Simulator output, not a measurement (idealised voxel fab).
Name of the process module below: voxel transistor to metal
Cross-section cut spans 215 nm and uses square cells 5 nm in size.
Reading order for cross-sections: top band down to bottom band. Underlying form: a grid of square cells. Band size: one or more rows of cells.
In this notation a band is specified by the heights of its top and bottom, in that order and in nm, after which its materials appear from left to right, each paired with its width in nm. The word "edge to edge" attached to a single material means that material fills the band from edge to edge; the word "blank" stands for empty space.
Below 0: as-received wafer, all one material; heights counted from there. Lowest band: no bottom, goes on down, written "z 0 and below".
Width spec "30->40" -> top row of cells at first value, bottom row at second value, equal per-row change in between.
"nothing different" -> step changed no cross-section cell.
The list in "Entrapped voids" covers empty spaces of 8 cells or more that cannot reach the top through any open way, and it gives each as width x height at distance; the distance is from the left edge, and width, height and distance are in nm.
If you see something after the settings on a step's line, that's the simulator's own remark about that step.
Among the settings permitted on a step's line is "overlay nm"; applied to a step with a mask, it specifies the extent to which the mask lay to the right of its planned position, whereas a negative figure signifies a position to the left.

INTENDED PROCESS STEPS
step 1: RECEIVE | material Si
step 2: OXIDIZE | depth nm 5
step 3: CONFORMAL_DEP | material SiN | thk nm 10
step 4: DIRECTIONAL_DEP | material aC | thk nm 15
step 5: PATTERN | tone cover | mask id ACTIVE | material resist | width nm 115 | thk nm 35 | overlay nm 0
step 6: DIRECTIONAL_ETCH | etch materials aC | depth nm 15
step 7: STRIP | etch materials resist
step 8: DIRECTIONAL_ETCH | etch materials SiN | depth nm 10
step 9: DIRECTIONAL_ETCH | etch materials SiO2 | depth nm 5
step 10: DIRECTIONAL_ETCH | etch materials Si | depth nm 25
step 11: STRIP | etch materials aC
step 12: FILL_DEP | material SiO2 | thk nm 15
step 13: CMP | height nm 10
step 14: SELECTIVE_ETCH | etch materials SiO2 | depth nm 5
step 15: STRIP | etch materials SiN
step 16: SELECTIVE_ETCH | etch materials SiO2 | depth nm 5
step 17: OXIDIZE | depth nm 5
step 18: DIRECTIONAL_DEP | material polySi | thk nm 20
step 19: DIRECTIONAL_DEP | material SiCN | thk nm 15
step 20: MASKED_ETCH | tone cover | mask id GATE | width nm 25 | etch materials SiCN | depth nm 25 | overlay nm 0
step 21: MASKED_ETCH | tone cover | mask id GATE | width nm 25 | etch materials polySi | depth nm 30 | overlay nm 0
step 22: CONFORMAL_DEP | material SiO2 | thk nm 5
step 23: DIRECTIONAL_ETCH | etch materials SiO2 | depth nm 5
step 24: CONFORMAL_DEP | material SiN | thk nm 5
step 25: DIRECTIONAL_ETCH | etch materials SiN | depth nm 5
step 26: DIRECTIONAL_ETCH | etch materials SiO2 | depth nm 5
step 27: DIRECTIONAL_ETCH | etch materials Si | depth nm 15
step 28: EPI | material nSi | thk nm 15
step 29: FILL_DEP | material SiO2 | thk nm 5
step 30: CMP | height nm 30
step 31: DIRECTIONAL_DEP | material SiO2 | thk nm 15
step 32: PATTERN | tone open | mask id CONTACT | material resist | width nm 20 | pitch nm 75 | thk nm 15 | overlay nm 0
step 33: DIRECTIONAL_ETCH | etch materials SiO2 | depth nm 40
step 34: STRIP | etch materials resist
step 35: CONFORMAL_DEP | material TiN | thk nm 5
step 36: FILL_DEP | material Ru | thk nm 10
step 37: CMP | height nm 45
step 38: DIRECTIONAL_DEP | material TiN | thk nm 5
step 39: DIRECTIONAL_DEP | material Ru | thk nm 15
step 40: DIRECTIONAL_DEP | material aC | thk nm 10
step 41: PATTERN | tone cover | mask id METAL_1 | material resist | width nm 20 | pitch nm 75 | thk nm 25 | overlay nm 0
step 42: DIRECTIONAL_ETCH | etch materials aC | depth nm 10
step 43: STRIP | etch materials resist
step 44: DIRECTIONAL_ETCH | etch materials Ru | depth nm 15
step 45: DIRECTIONAL_ETCH | etch materials TiN | depth nm 5
step 46: STRIP | etch materials aC
step 47: FILL_DEP | material lowk | thk nm 10
step 48: CMP | height nm 65
step 49: CONFORMAL_DEP | material SiN | thk nm 5

FIRST OF THE TWO WAFERS, RUN PER PLAN

CROSS-SECTION OF THE WAFER AS IT CAME TO US, I.E., ALREADY THROUGH STEP 1
  z 0 and below: Si edge to edge
  Entrapped voids: none

CROSS-SECTION OF THE WAFER AFTER STEP 2
  z 0 to -5: SiO2 edge to edge
  For the remainder of the cross-section, below -5, there is no change.

CROSS-SECTION OF THE WAFER AFTER STEP 3
  z 10 to 0: SiN edge to edge
  For the remainder of the cross-section, below 0, there is no change.

CROSS-SECTION OF THE WAFER AFTER STEP 4
  z 25 to 10: aC edge to edge
  For the remainder of the cross-section, below 10, there is no change.

CROSS-SECTION OF THE WAFER AFTER STEP 5
  z 60 to 25: blank=50 / resist=115 / blank=50
  For the remainder of the cross-section, below 25, there is no change.

CROSS-SECTION OF THE WAFER AFTER STEP 6
  z 45 to 25: blank=50 / resist=115 / blank=50
  z 25 to 10: blank=50 / aC=115 / blank=50
  For the remainder of the cross-section, below 10, there is no change.

CROSS-SECTION OF THE WAFER AFTER STEP 7
  z 25 to 10: blank=50 / aC=115 / blank=50
  For the remainder of the cross-section, below 10, there is no change.

CROSS-SECTION OF THE WAFER AFTER STEP 8
  z 25 to 10: blank=50 / aC=115 / blank=50
  z 10 to 0: blank=50 / SiN=115 / blank=50
  For the remainder of the cross-section, below 0, there is no change.

CROSS-SECTION OF THE WAFER AFTER STEP 9
  z 25 to 10: blank=50 / aC=115 / blank=50
  z 10 to 0: blank=50 / SiN=115 / blank=50
  z 0 to -5: blank=50 / SiO2=115 / blank=50
  For the remainder of the cross-section, below -5, there is no change.

CROSS-SECTION OF THE WAFER AFTER STEP 10
  z 25 to 10: blank=50 / aC=115 / blank=50
  z 10 to 0: blank=50 / SiN=115 / blank=50
  z 0 to -5: blank=50 / SiO2=115 / blank=50
  z -5 to -30: blank=50 / Si=115 / blank=50
  For the remainder of the cross-section, below -30, there is no change.

CROSS-SECTION OF THE WAFER AFTER STEP 11
  z 10 to 0: blank=50 / SiN=115 / blank=50
  For the remainder of the cross-section, below 0, there is no change.

CROSS-SECTION OF THE WAFER AFTER STEP 12
  z 25 to 10: SiO2 edge to edge
  z 10 to 0: SiO2=50 / SiN=115 / SiO2=50
  z 0 to -5: SiO2 edge to edge
  z -5 to -30: SiO2=50 / Si=115 / SiO2=50
  For the remainder of the cross-section, below -30, there is no change.

CROSS-SECTION OF THE WAFER AFTER STEP 13
  z 10 to 0: SiO2=50 / SiN=115 / SiO2=50
  For the remainder of the cross-section, below 0, there is no change.

CROSS-SECTION OF THE WAFER AFTER STEP 14
  z 10 to 5: blank=50 / SiN=115 / blank=50
  For the remainder of the cross-section, below 5, there is no change.

CROSS-SECTION OF THE WAFER AFTER STEP 15
  z 5 to 0: SiO2=50 / blank=115 / SiO2=50
  For the remainder of the cross-section, below 0, there is no change.

CROSS-SECTION OF THE WAFER AFTER STEP 16
  z 0 to -5: SiO2=45 / blank=125 / SiO2=45
  For the remainder of the cross-section, below -5, there is no change.

CROSS-SECTION OF THE WAFER AFTER STEP 17
  z 0 to -5: SiO2=45 / blank=125 / SiO2=45
  z -5 to -10: SiO2 edge to edge
  For the remainder of the cross-section, below -10, there is no change.

CROSS-SECTION OF THE WAFER AFTER STEP 18
  z 20 to 15: polySi=45 / blank=125 / polySi=45
  z 15 to 0: polySi edge to edge
  z 0 to -5: SiO2=45 / polySi=125 / SiO2=45
  For the remainder of the cross-section, below -5, there is no change.

CROSS-SECTION OF THE WAFER AFTER STEP 19
  z 35 to 30: SiCN=45 / blank=125 / SiCN=45
  z 30 to 20: SiCN edge to edge
  z 20 to 15: polySi=45 / SiCN=125 / polySi=45
  For the remainder of the cross-section, below 15, there is no change.

CROSS-SECTION OF THE WAFER AFTER STEP 20
  z 30 to 20: blank=95 / SiCN=25 / blank=95
  z 20 to 15: polySi=45 / blank=50 / SiCN=25 / blank=50 / polySi=45
  For the remainder of the cross-section, below 15, there is no change.

CROSS-SECTION OF THE WAFER AFTER STEP 21
  z 30 to 15: blank=95 / SiCN=25 / blank=95
  z 15 to 0: blank=95 / polySi=25 / blank=95
  z 0 to -5: SiO2=45 / blank=50 / polySi=25 / blank=50 / SiO2=45
  For the remainder of the cross-section, below -5, there is no change.

CROSS-SECTION OF THE WAFER AFTER STEP 22
  z 35 to 30: blank=90 / SiO2=35 / blank=90
  z 30 to 15: blank=90 / SiO2=5 / SiCN=25 / SiO2=5 / blank=90
  z 15 to 5: blank=90 / SiO2=5 / polySi=25 / SiO2=5 / blank=90
  z 5 to 0: SiO2=50 / blank=40 / SiO2=5 / polySi=25 / SiO2=5 / blank=40 / SiO2=50
  z 0 to -5: SiO2=95 / polySi=25 / SiO2=95
  For the remainder of the cross-section, below -5, there is no change.

CROSS-SECTION OF THE WAFER AFTER STEP 23
  z 30 to 15: blank=90 / SiO2=5 / SiCN=25 / SiO2=5 / blank=90
  z 15 to 0: blank=90 / SiO2=5 / polySi=25 / SiO2=5 / blank=90
  z 0 to -5: SiO2=50 / blank=40 / SiO2=5 / polySi=25 / SiO2=5 / blank=40 / SiO2=50
  For the remainder of the cross-section, below -5, there is no change.

CROSS-SECTION OF THE WAFER AFTER STEP 24
  z 35 to 30: blank=85 / SiN=45 / blank=85
  z 30 to 15: blank=85 / SiN=5 / SiO2=5 / SiCN=25 / SiO2=5 / SiN=5 / blank=85
  z 15 to 5: blank=85 / SiN=5 / SiO2=5 / polySi=25 / SiO2=5 / SiN=5 / blank=85
  z 5 to 0: SiN=55 / blank=30 / SiN=5 / SiO2=5 / polySi=25 / SiO2=5 / SiN=5 / blank=30 / SiN=55
  z 0 to -5: SiO2=50 / SiN=40 / SiO2=5 / polySi=25 / SiO2=5 / SiN=40 / SiO2=50
  For the remainder of the cross-section, below -5, there is no change.

CROSS-SECTION OF THE WAFER AFTER STEP 25
  z 30 to 15: blank=85 / SiN=5 / SiO2=5 / SiCN=25 / SiO2=5 / SiN=5 / blank=85
  z 15 to 0: blank=85 / SiN=5 / SiO2=5 / polySi=25 / SiO2=5 / SiN=5 / blank=85
  z 0 to -5: SiO2=50 / SiN=5 / blank=30 / SiN=5 / SiO2=5 / polySi=25 / SiO2=5 / SiN=5 / blank=30 / SiN=5 / SiO2=50
  For the remainder of the cross-section, below -5, there is no change.

CROSS-SECTION OF THE WAFER AFTER STEP 26
  z 30 to 25: blank=85 / SiN=5 / blank=5 / SiCN=25 / blank=5 / SiN=5 / blank=85
  z 25 to 15: blank=85 / SiN=5 / SiO2=5 / SiCN=25 / SiO2=5 / SiN=5 / blank=85
  z 15 to 0: blank=85 / SiN=5 / SiO2=5 / polySi=25 / SiO2=5 / SiN=5 / blank=85
  z 0 to -5: blank=50 / SiN=5 / blank=30 / SiN=5 / SiO2=5 / polySi=25 / SiO2=5 / SiN=5 / blank=30 / SiN=5 / blank=50
  z -5 to -10: SiO2=55 / blank=30 / SiO2=45 / blank=30 / SiO2=55
  For the remainder of the cross-section, below -10, there is no change.

CROSS-SECTION OF THE WAFER AFTER STEP 27
  z 30 to 25: blank=85 / SiN=5 / blank=5 / SiCN=25 / blank=5 / SiN=5 / blank=85
  z 25 to 15: blank=85 / SiN=5 / SiO2=5 / SiCN=25 / SiO2=5 / SiN=5 / blank=85
  z 15 to 0: blank=85 / SiN=5 / SiO2=5 / polySi=25 / SiO2=5 / SiN=5 / blank=85
  z 0 to -5: blank=50 / SiN=5 / blank=30 / SiN=5 / SiO2=5 / polySi=25 / SiO2=5 / SiN=5 / blank=30 / SiN=5 / blank=50
  z -5 to -10: SiO2=55 / blank=30 / SiO2=45 / blank=30 / SiO2=55
  z -10 to -25: SiO2=50 / Si=5 / blank=30 / Si=45 / blank=30 / Si=5 / SiO2=50
  For the remainder of the cross-section, below -25, there is no change.

CROSS-SECTION OF THE WAFER AFTER STEP 28
  z 30 to 25: blank=85 / SiN=5 / blank=5 / SiCN=25 / blank=5 / SiN=5 / blank=85
  z 25 to 15: blank=85 / SiN=5 / SiO2=5 / SiCN=25 / SiO2=5 / SiN=5 / blank=85
  z 15 to 5: blank=85 / SiN=5 / SiO2=5 / polySi=25 / SiO2=5 / SiN=5 / blank=85
  z 5 to 0: blank=50 / nSi=35 / SiN=5 / SiO2=5 / polySi=25 / SiO2=5 / SiN=5 / nSi=35 / blank=50
  z 0 to -5: blank=50 / SiN=5 / nSi=30 / SiN=5 / SiO2=5 / polySi=25 / SiO2=5 / SiN=5 / nSi=30 / SiN=5 / blank=50
  z -5 to -10: SiO2=55 / nSi=30 / SiO2=45 / nSi=30 / SiO2=55
  z -10 to -25: SiO2=50 / Si=5 / nSi=30 / Si=45 / nSi=30 / Si=5 / SiO2=50
  For the remainder of the cross-section, below -25, there is no change.

CROSS-SECTION OF THE WAFER AFTER STEP 29
  z 35 to 30: SiO2 edge to edge
  z 30 to 15: SiO2=85 / SiN=5 / SiO2=5 / SiCN=25 / SiO2=5 / SiN=5 / SiO2=85
  z 15 to 5: SiO2=85 / SiN=5 / SiO2=5 / polySi=25 / SiO2=5 / SiN=5 / SiO2=85
  z 5 to 0: SiO2=50 / nSi=35 / SiN=5 / SiO2=5 / polySi=25 / SiO2=5 / SiN=5 / nSi=35 / SiO2=50
  z 0 to -5: SiO2=50 / SiN=5 / nSi=30 / SiN=5 / SiO2=5 / polySi=25 / SiO2=5 / SiN=5 / nSi=30 / SiN=5 / SiO2=50
  For the remainder of the cross-section, below -5, there is no change.

CROSS-SECTION OF THE WAFER AFTER STEP 30
  z 30 to 15: SiO2=85 / SiN=5 / SiO2=5 / SiCN=25 / SiO2=5 / SiN=5 / SiO2=85
  For the remainder of the cross-section, below 15, there is no change.

CROSS-SECTION OF THE WAFER AFTER STEP 31
  z 45 to 30: SiO2 edge to edge
  For the remainder of the cross-section, below 30, there is no change.

CROSS-SECTION OF THE WAFER AFTER STEP 32
  z 60 to 45: resist=60 / blank=20 / resist=55 / blank=20 / resist=60
  For the remainder of the cross-section, below 45, there is no change.

CROSS-SECTION OF THE WAFER AFTER STEP 33
  z 60 to 45: resist=60 / blank=20 / resist=55 / blank=20 / resist=60
  z 45 to 30: SiO2=60 / blank=20 / SiO2=55 / blank=20 / SiO2=60
  z 30 to 15: SiO2=60 / blank=20 / SiO2=5 / SiN=5 / SiO2=5 / SiCN=25 / SiO2=5 / SiN=5 / SiO2=5 / blank=20 / SiO2=60
  z 15 to 5: SiO2=60 / blank=20 / SiO2=5 / SiN=5 / SiO2=5 / polySi=25 / SiO2=5 / SiN=5 / SiO2=5 / blank=20 / SiO2=60
  For the remainder of the cross-section, below 5, there is no change.

CROSS-SECTION OF THE WAFER AFTER STEP 34
  z 45 to 30: SiO2=60 / blank=20 / SiO2=55 / blank=20 / SiO2=60
  For the remainder of the cross-section, below 30, there is no change.

CROSS-SECTION OF THE WAFER AFTER STEP 35
  z 50 to 45: TiN=65 / blank=10 / TiN=65 / blank=10 / TiN=65
  z 45 to 30: SiO2=60 / TiN=5 / blank=10 / TiN=5 / SiO2=55 / TiN=5 / blank=10 / TiN=5 / SiO2=60
  z 30 to 15: SiO2=60 / TiN=5 / blank=10 / TiN=5 / SiO2=5 / SiN=5 / SiO2=5 / SiCN=25 / SiO2=5 / SiN=5 / SiO2=5 / TiN=5 / blank=10 / TiN=5 / SiO2=60
  z 15 to 10: SiO2=60 / TiN=5 / blank=10 / TiN=5 / SiO2=5 / SiN=5 / SiO2=5 / polySi=25 / SiO2=5 / SiN=5 / SiO2=5 / TiN=5 / blank=10 / TiN=5 / SiO2=60
  z 10 to 5: SiO2=60 / TiN=20 / SiO2=5 / SiN=5 / SiO2=5 / polySi=25 / SiO2=5 / SiN=5 / SiO2=5 / TiN=20 / SiO2=60
  For the remainder of the cross-section, below 5, there is no change.

CROSS-SECTION OF THE WAFER AFTER STEP 36
  z 60 to 50: Ru edge to edge
  z 50 to 45: TiN=65 / Ru=10 / TiN=65 / Ru=10 / TiN=65
  z 45 to 30: SiO2=60 / TiN=5 / Ru=10 / TiN=5 / SiO2=55 / TiN=5 / Ru=10 / TiN=5 / SiO2=60
  z 30 to 15: SiO2=60 / TiN=5 / Ru=10 / TiN=5 / SiO2=5 / SiN=5 / SiO2=5 / SiCN=25 / SiO2=5 / SiN=5 / SiO2=5 / TiN=5 / Ru=10 / TiN=5 / SiO2=60
  z 15 to 10: SiO2=60 / TiN=5 / Ru=10 / TiN=5 / SiO2=5 / SiN=5 / SiO2=5 / polySi=25 / SiO2=5 / SiN=5 / SiO2=5 / TiN=5 / Ru=10 / TiN=5 / SiO2=60
  For the remainder of the cross-section, below 10, there is no change.

CROSS-SECTION OF THE WAFER AFTER STEP 37
  z 45 to 30: SiO2=60 / TiN=5 / Ru=10 / TiN=5 / SiO2=55 / TiN=5 / Ru=10 / TiN=5 / SiO2=60
  For the remainder of the cross-section, below 30, there is no change.

CROSS-SECTION OF THE WAFER AFTER STEP 38
  z 50 to 45: TiN edge to edge
  For the remainder of the cross-section, below 45, there is no change.

CROSS-SECTION OF THE WAFER AFTER STEP 39
  z 65 to 50: Ru edge to edge
  For the remainder of the cross-section, below 50, there is no change.

CROSS-SECTION OF THE WAFER AFTER STEP 40
  z 75 to 65: aC edge to edge
  For the remainder of the cross-section, below 65, there is no change.

CROSS-SECTION OF THE WAFER AFTER STEP 41
  z 100 to 75: blank=60 / resist=20 / blank=55 / resist=20 / blank=60
  For the remainder of the cross-section, below 75, there is no change.

CROSS-SECTION OF THE WAFER AFTER STEP 42
  z 90 to 75: blank=60 / resist=20 / blank=55 / resist=20 / blank=60
  z 75 to 65: blank=60 / aC=20 / blank=55 / aC=20 / blank=60
  For the remainder of the cross-section, below 65, there is no change.

CROSS-SECTION OF THE WAFER AFTER STEP 43
  z 75 to 65: blank=60 / aC=20 / blank=55 / aC=20 / blank=60
  For the remainder of the cross-section, below 65, there is no change.

CROSS-SECTION OF THE WAFER AFTER STEP 44
  z 75 to 65: blank=60 / aC=20 / blank=55 / aC=20 / blank=60
  z 65 to 50: blank=60 / Ru=20 / blank=55 / Ru=20 / blank=60
  For the remainder of the cross-section, below 50, there is no change.

CROSS-SECTION OF THE WAFER AFTER STEP 45
  z 75 to 65: blank=60 / aC=20 / blank=55 / aC=20 / blank=60
  z 65 to 50: blank=60 / Ru=20 / blank=55 / Ru=20 / blank=60
  z 50 to 45: blank=60 / TiN=20 / blank=55 / TiN=20 / blank=60
  For the remainder of the cross-section, below 45, there is no change.

CROSS-SECTION OF THE WAFER AFTER STEP 46
  z 65 to 50: blank=60 / Ru=20 / blank=55 / Ru=20 / blank=60
  For the remainder of the cross-section, below 50, there is no change.

CROSS-SECTION OF THE WAFER AFTER STEP 47
  z 75 to 65: lowk edge to edge
  z 65 to 50: lowk=60 / Ru=20 / lowk=55 / Ru=20 / lowk=60
  z 50 to 45: lowk=60 / TiN=20 / lowk=55 / TiN=20 / lowk=60
  For the remainder of the cross-section, below 45, there is no change.

CROSS-SECTION OF THE WAFER AFTER STEP 48
  z 65 to 50: lowk=60 / Ru=20 / lowk=55 / Ru=20 / lowk=60
  For the remainder of the cross-section, below 50, there is no change.

CROSS-SECTION OF THE WAFER AFTER STEP 49
  z 70 to 65: SiN edge to edge
  For the remainder of the cross-section, below 65, there is no change.

FOR THE SECOND WAFER, TAKE THE FIRST WAFER'S START AND PLAN, THEN ADD ONE MISTAKE MADE IN RUNNING IT; EVERYTHING THROUGH STEP 26, THAT STEP INCLUDED, IS SHARED WITH THE FIRST

SECOND WAFER SHOWN IN CROSS-SECTION AT THE TIME STEP 27 WAS SLATED TO END
  z 30 to 25: blank=85 / SiN=5 / blank=5 / SiCN=25 / blank=5 / SiN=5 / blank=85
  z 25 to 15: blank=85 / SiN=5 / SiO2=5 / SiCN=25 / SiO2=5 / SiN=5 / blank=85
  z 15 to 0: blank=85 / SiN=5 / SiO2=5 / polySi=25 / SiO2=5 / SiN=5 / blank=85
  z 0 to -5: blank=50 / SiN=5 / blank=30 / SiN=5 / SiO2=5 / polySi=25 / SiO2=5 / SiN=5 / blank=30 / SiN=5 / blank=50
  z -5 to -10: SiO2=55 / blank=30 / SiO2=45 / blank=30 / SiO2=55
  z -10 to -30: SiO2=50 / Si=5 / blank=30 / Si=45 / blank=30 / Si=5 / SiO2=50
  z -30 to -40: Si=55 / blank=30 / Si=45 / blank=30 / Si=55
  For the remainder of the cross-section, below -40, there is no change.

SECOND WAFER SHOWN IN CROSS-SECTION AT THE TIME STEP 28 WAS SLATED TO END
  z 30 to 25: blank=85 / SiN=5 / blank=5 / SiCN=25 / blank=5 / SiN=5 / blank=85
  z 25 to 15: blank=85 / SiN=5 / SiO2=5 / SiCN=25 / SiO2=5 / SiN=5 / blank=85
  z 15 to 5: blank=85 / SiN=5 / SiO2=5 / polySi=25 / SiO2=5 / SiN=5 / blank=85
  z 5 to 0: blank=50 / nSi=35 / SiN=5 / SiO2=5 / polySi=25 / SiO2=5 / SiN=5 / nSi=35 / blank=50
  z 0 to -5: blank=50 / SiN=5 / nSi=30 / SiN=5 / SiO2=5 / polySi=25 / SiO2=5 / SiN=5 / nSi=30 / SiN=5 / blank=50
  z -5 to -10: SiO2=55 / nSi=30 / SiO2=45 / nSi=30 / SiO2=55
  z -10 to -30: SiO2=50 / Si=5 / nSi=30 / Si=45 / nSi=30 / Si=5 / SiO2=50
  z -30 to -40: Si=55 / nSi=30 / Si=45 / nSi=30 / Si=55
  For the remainder of the cross-section, below -40, there is no change.

SECOND WAFER SHOWN IN CROSS-SECTION AT THE TIME STEP 29 WAS SLATED TO END
  z 35 to 30: SiO2 edge to edge
  z 30 to 15: SiO2=85 / SiN=5 / SiO2=5 / SiCN=25 / SiO2=5 / SiN=5 / SiO2=85
  z 15 to 5: SiO2=85 / SiN=5 / SiO2=5 / polySi=25 / SiO2=5 / SiN=5 / SiO2=85
  z 5 to 0: SiO2=50 / nSi=35 / SiN=5 / SiO2=5 / polySi=25 / SiO2=5 / SiN=5 / nSi=35 / SiO2=50
  z 0 to -5: SiO2=50 / SiN=5 / nSi=30 / SiN=5 / SiO2=5 / polySi=25 / SiO2=5 / SiN=5 / nSi=30 / SiN=5 / SiO2=50
  For the remainder of the cross-section, below -5, there is no change.

SECOND WAFER SHOWN IN CROSS-SECTION AT THE TIME STEP 30 WAS SLATED TO END
  z 30 to 15: SiO2=85 / SiN=5 / SiO2=5 / SiCN=25 / SiO2=5 / SiN=5 / SiO2=85
  For the remainder of the cross-section, below 15, there is no change.

SECOND WAFER SHOWN IN CROSS-SECTION AT THE TIME STEP 31 WAS SLATED TO END
  z 45 to 30: SiO2 edge to edge
  For the remainder of the cross-section, below 30, there is no change.

SECOND WAFER SHOWN IN CROSS-SECTION AT THE TIME STEP 32 WAS SLATED TO END
  z 60 to 45: resist=60 / blank=20 / resist=55 / blank=20 / resist=60
  For the remainder of the cross-section, below 45, there is no change.

SECOND WAFER SHOWN IN CROSS-SECTION AT THE TIME STEP 33 WAS SLATED TO END
  z 60 to 45: resist=60 / blank=20 / resist=55 / blank=20 / resist=60
  z 45 to 30: SiO2=60 / blank=20 / SiO2=55 / blank=20 / SiO2=60
  z 30 to 15: SiO2=60 / blank=20 / SiO2=5 / SiN=5 / SiO2=5 / SiCN=25 / SiO2=5 / SiN=5 / SiO2=5 / blank=20 / SiO2=60
  z 15 to 5: SiO2=60 / blank=20 / SiO2=5 / SiN=5 / SiO2=5 / polySi=25 / SiO2=5 / SiN=5 / SiO2=5 / blank=20 / SiO2=60
  For the remainder of the cross-section, below 5, there is no change.

SECOND WAFER SHOWN IN CROSS-SECTION AT THE TIME STEP 34 WAS SLATED TO END
  z 45 to 30: SiO2=60 / blank=20 / SiO2=55 / blank=20 / SiO2=60
  For the remainder of the cross-section, below 30, there is no change.

SECOND WAFER SHOWN IN CROSS-SECTION AT THE TIME STEP 35 WAS SLATED TO END
  z 50 to 45: TiN=65 / blank=10 / TiN=65 / blank=10 / TiN=65
  z 45 to 30: SiO2=60 / TiN=5 / blank=10 / TiN=5 / SiO2=55 / TiN=5 / blank=10 / TiN=5 / SiO2=60
  z 30 to 15: SiO2=60 / TiN=5 / blank=10 / TiN=5 / SiO2=5 / SiN=5 / SiO2=5 / SiCN=25 / SiO2=5 / SiN=5 / SiO2=5 / TiN=5 / blank=10 / TiN=5 / SiO2=60
  z 15 to 10: SiO2=60 / TiN=5 / blank=10 / TiN=5 / SiO2=5 / SiN=5 / SiO2=5 / polySi=25 / SiO2=5 / SiN=5 / SiO2=5 / TiN=5 / blank=10 / TiN=5 / SiO2=60
  z 10 to 5: SiO2=60 / TiN=20 / SiO2=5 / SiN=5 / SiO2=5 / polySi=25 / SiO2=5 / SiN=5 / SiO2=5 / TiN=20 / SiO2=60
  For the remainder of the cross-section, below 5, there is no change.

SECOND WAFER SHOWN IN CROSS-SECTION AT THE TIME STEP 36 WAS SLATED TO END
  z 60 to 50: Ru edge to edge
  z 50 to 45: TiN=65 / Ru=10 / TiN=65 / Ru=10 / TiN=65
  z 45 to 30: SiO2=60 / TiN=5 / Ru=10 / TiN=5 / SiO2=55 / TiN=5 / Ru=10 / TiN=5 / SiO2=60
  z 30 to 15: SiO2=60 / TiN=5 / Ru=10 / TiN=5 / SiO2=5 / SiN=5 / SiO2=5 / SiCN=25 / SiO2=5 / SiN=5 / SiO2=5 / TiN=5 / Ru=10 / TiN=5 / SiO2=60
  z 15 to 10: SiO2=60 / TiN=5 / Ru=10 / TiN=5 / SiO2=5 / SiN=5 / SiO2=5 / polySi=25 / SiO2=5 / SiN=5 / SiO2=5 / TiN=5 / Ru=10 / TiN=5 / SiO2=60
  For the remainder of the cross-section, below 10, there is no change.

SECOND WAFER SHOWN IN CROSS-SECTION AT THE TIME STEP 37 WAS SLATED TO END
  z 45 to 30: SiO2=60 / TiN=5 / Ru=10 / TiN=5 / SiO2=55 / TiN=5 / Ru=10 / TiN=5 / SiO2=60
  For the remainder of the cross-section, below 30, there is no change.

SECOND WAFER SHOWN IN CROSS-SECTION AT THE TIME STEP 38 WAS SLATED TO END
  z 50 to 45: TiN edge to edge
  For the remainder of the cross-section, below 45, there is no change.

SECOND WAFER SHOWN IN CROSS-SECTION AT THE TIME STEP 39 WAS SLATED TO END
  z 65 to 50: Ru edge to edge
  For the remainder of the cross-section, below 50, there is no change.

SECOND WAFER SHOWN IN CROSS-SECTION AT THE TIME STEP 40 WAS SLATED TO END
  z 75 to 65: aC edge to edge
  For the remainder of the cross-section, below 65, there is no change.

SECOND WAFER SHOWN IN CROSS-SECTION AT THE TIME STEP 41 WAS SLATED TO END
  z 100 to 75: blank=60 / resist=20 / blank=55 / resist=20 / blank=60
  For the remainder of the cross-section, below 75, there is no change.

SECOND WAFER SHOWN IN CROSS-SECTION AT THE TIME STEP 42 WAS SLATED TO END
  z 90 to 75: blank=60 / resist=20 / blank=55 / resist=20 / blank=60
  z 75 to 65: blank=60 / aC=20 / blank=55 / aC=20 / blank=60
  For the remainder of the cross-section, below 65, there is no change.

SECOND WAFER SHOWN IN CROSS-SECTION AT THE TIME STEP 43 WAS SLATED TO END
  z 75 to 65: blank=60 / aC=20 / blank=55 / aC=20 / blank=60
  For the remainder of the cross-section, below 65, there is no change.

SECOND WAFER SHOWN IN CROSS-SECTION AT THE TIME STEP 44 WAS SLATED TO END
  z 75 to 65: blank=60 / aC=20 / blank=55 / aC=20 / blank=60
  z 65 to 50: blank=60 / Ru=20 / blank=55 / Ru=20 / blank=60
  For the remainder of the cross-section, below 50, there is no change.

SECOND WAFER SHOWN IN CROSS-SECTION AT THE TIME STEP 45 WAS SLATED TO END
  z 75 to 65: blank=60 / aC=20 / blank=55 / aC=20 / blank=60
  z 65 to 50: blank=60 / Ru=20 / blank=55 / Ru=20 / blank=60
  z 50 to 45: blank=60 / TiN=20 / blank=55 / TiN=20 / blank=60
  For the remainder of the cross-section, below 45, there is no change.

SECOND WAFER SHOWN IN CROSS-SECTION AT THE TIME STEP 46 WAS SLATED TO END
  z 65 to 50: blank=60 / Ru=20 / blank=55 / Ru=20 / blank=60
  For the remainder of the cross-section, below 50, there is no change.

SECOND WAFER SHOWN IN CROSS-SECTION AT THE TIME STEP 47 WAS SLATED TO END
  z 75 to 65: lowk edge to edge
  z 65 to 50: lowk=60 / Ru=20 / lowk=55 / Ru=20 / lowk=60
  z 50 to 45: lowk=60 / TiN=20 / lowk=55 / TiN=20 / lowk=60
  For the remainder of the cross-section, below 45, there is no change.

SECOND WAFER SHOWN IN CROSS-SECTION AT THE TIME STEP 48 WAS SLATED TO END
  z 65 to 50: lowk=60 / Ru=20 / lowk=55 / Ru=20 / lowk=60
  For the remainder of the cross-section, below 50, there is no change.

SECOND WAFER SHOWN IN CROSS-SECTION AT THE TIME STEP 49 WAS SLATED TO END
  z 70 to 65: SiN edge to edge
  For the remainder of the cross-section, below 65, there is no change.
Plan not followed: heads up, step 27 of the plan got done twice
at the end the second wafer has, in cells: Si: 36 fewer | nSi: 36 more
